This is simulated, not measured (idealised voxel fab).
Herein follows the process module entitled voxel fin reveal.
The figure presents cross-section cut, which has a width of 280 nm and is divided into square cells with an edge length of 5 nm.
When this document writes out a cross-section, it uses a grid of square cells and lists it as bands, beginning at the top and moving down, with a band standing for one or more rows of cells. Band entry format. Leading values: height of top, height of bottom, nm. Remainder: materials in left-to-right order, each with its width in nm. Special words: "edge to edge" on a single material, which then fills the band edge to edge; "air", empty space. We count height from 0. Below that, the starting wafer is all one material. The lowest band never ends at the bottom but goes on down; see "0 -> down" for how that is written. Think of "30->40" as a width that walks from the first number to the second as you go down the band, top row to bottom row, taking equal-sized steps from row to row. "left unchanged" for a step: no cell of the cross-section changed in that step. You'll see "Fully sealed voids" listing empty spaces that have no way open to the top, as long as they're 8 cells or more; the notation is width x height at distance, where the distance is from the left edge, and all of it is in nm. Where a step's line continues beyond its settings, the continuation is a remark by the simulator itself on that step. When a step includes a mask, the "overlay nm" setting on its line states how far to the right of its planned place that mask lay, and negative values state how far to the left.

## This section lists the process steps that were planned
1: RECEIVE [material Si]
2: CONFORMAL_DEP [material SiN] [thk nm 5]
3: PATTERN [tone cover] [mask id FINS] [material resist] [width nm 15] [pitch nm 40] [thk nm 20] [overlay nm 0]
4: DIRECTIONAL_ETCH [etch materials SiN] [depth nm 5]
5: DIRECTIONAL_ETCH [etch materials Si] [depth nm 40]
6: STRIP [etch materials resist]
7: OXIDIZE [depth nm 5]
8: FILL_DEP [material SiO2] [thk nm 15]
9: CMP [height nm 5]
10: SELECTIVE_ETCH [etch materials SiO2] [depth nm 35]
11: STRIP [etch materials SiN]

## Run as planned: first of two wafers

## As-received wafer cross-section (after step 1)
	0 -> down | Si edge to edge
	Fully sealed voids: none

## State of the wafer after step 2, shown in cross-section
	5 -> 0 | SiN edge to edge
	At heights below 0, the structure remains unaltered.

## State of the wafer after step 3, shown in cross-section
	25 -> 5 | air (70), resist (15), air (25), resist (15), air (25), resist (15), air (25), resist (15), air (75)
	At heights below 5, the structure remains unaltered.

## State of the wafer after step 4, shown in cross-section
	25 -> 5 | air (70), resist (15), air (25), resist (15), air (25), resist (15), air (25), resist (15), air (75)
	5 -> 0 | air (70), SiN (15), air (25), SiN (15), air (25), SiN (15), air (25), SiN (15), air (75)
	At heights below 0, the structure remains unaltered.

## State of the wafer after step 5, shown in cross-section
	25 -> 5 | air (70), resist (15), air (25), resist (15), air (25), resist (15), air (25), resist (15), air (75)
	5 -> 0 | air (70), SiN (15), air (25), SiN (15), air (25), SiN (15), air (25), SiN (15), air (75)
	0 -> -40 | air (70), Si (15), air (25), Si (15), air (25), Si (15), air (25), Si (15), air (75)
	At heights below -40, the structure remains unaltered.

## State of the wafer after step 6, shown in cross-section
	5 -> 0 | air (70), SiN (15), air (25), SiN (15), air (25), SiN (15), air (25), SiN (15), air (75)
	At heights below 0, the structure remains unaltered.

## State of the wafer after step 7, shown in cross-section
	5 -> 0 | air (70), SiN (15), air (25), SiN (15), air (25), SiN (15), air (25), SiN (15), air (75)
	0 -> -40 | air (70), SiO2 (5), Si (5), SiO2 (5), air (25), SiO2 (5), Si (5), SiO2 (5), air (25), SiO2 (5), Si (5), SiO2 (5), air (25), SiO2 (5), Si (5), SiO2 (5), air (75)
	-40 -> -45 | SiO2 (75), Si (5), SiO2 (35), Si (5), SiO2 (35), Si (5), SiO2 (35), Si (5), SiO2 (80)
	At heights below -45, the structure remains unaltered.

## State of the wafer after step 8, shown in cross-section
	20 -> 5 | SiO2 edge to edge
	5 -> 0 | SiO2 (70), SiN (15), SiO2 (25), SiN (15), SiO2 (25), SiN (15), SiO2 (25), SiN (15), SiO2 (75)
	0 -> -45 | SiO2 (75), Si (5), SiO2 (35), Si (5), SiO2 (35), Si (5), SiO2 (35), Si (5), SiO2 (80)
	At heights below -45, the structure remains unaltered.

## State of the wafer after step 9, shown in cross-section
	5 -> 0 | SiO2 (70), SiN (15), SiO2 (25), SiN (15), SiO2 (25), SiN (15), SiO2 (25), SiN (15), SiO2 (75)
	At heights below 0, the structure remains unaltered.

## State of the wafer after step 10, shown in cross-section
	5 -> 0 | air (70), SiN (15), air (25), SiN (15), air (25), SiN (15), air (25), SiN (15), air (75)
	0 -> -30 | air (75), Si (5), air (35), Si (5), air (35), Si (5), air (35), Si (5), air (80)
	At heights below -30, the structure remains unaltered.

## State of the wafer after step 11, shown in cross-section
	0 -> -30 | air (75), Si (5), air (35), Si (5), air (35), Si (5), air (35), Si (5), air (80)
	At heights below -30, the structure remains unaltered.

## For the second wafer, take the first wafer's start and plan, then add one mistake made in running it; everything through step 7, that step included, is shared with the first

## X-section, second wafer, when step 8 was due to finish
	20 -> 0 | SiN edge to edge
	0 -> -40 | SiN (70), SiO2 (5), Si (5), SiO2 (5), SiN (25), SiO2 (5), Si (5), SiO2 (5), SiN (25), SiO2 (5), Si (5), SiO2 (5), SiN (25), SiO2 (5), Si (5), SiO2 (5), SiN (75)
	At heights below -40, the structure remains unaltered.

## X-section, second wafer, when step 9 was due to finish
	5 -> 0 | SiN edge to edge
	At heights below 0, the structure remains unaltered.

X-section, second wafer, when step 10 was due to finish: left unchanged

## X-section, second wafer, when step 11 was due to finish
	0 -> -40 | air (70), SiO2 (5), Si (5), SiO2 (5), air (25), SiO2 (5), Si (5), SiO2 (5), air (25), SiO2 (5), Si (5), SiO2 (5), air (25), SiO2 (5), Si (5), SiO2 (5), air (75)
	At heights below -40, the structure remains unaltered.
Short version of what went wrong: step 8 was run on a setting that differed from the plan, and what really ran there is FILL_DEP [material SiN] [thk nm 15]
at the end the second wafer has, in cells: SiO2 -40
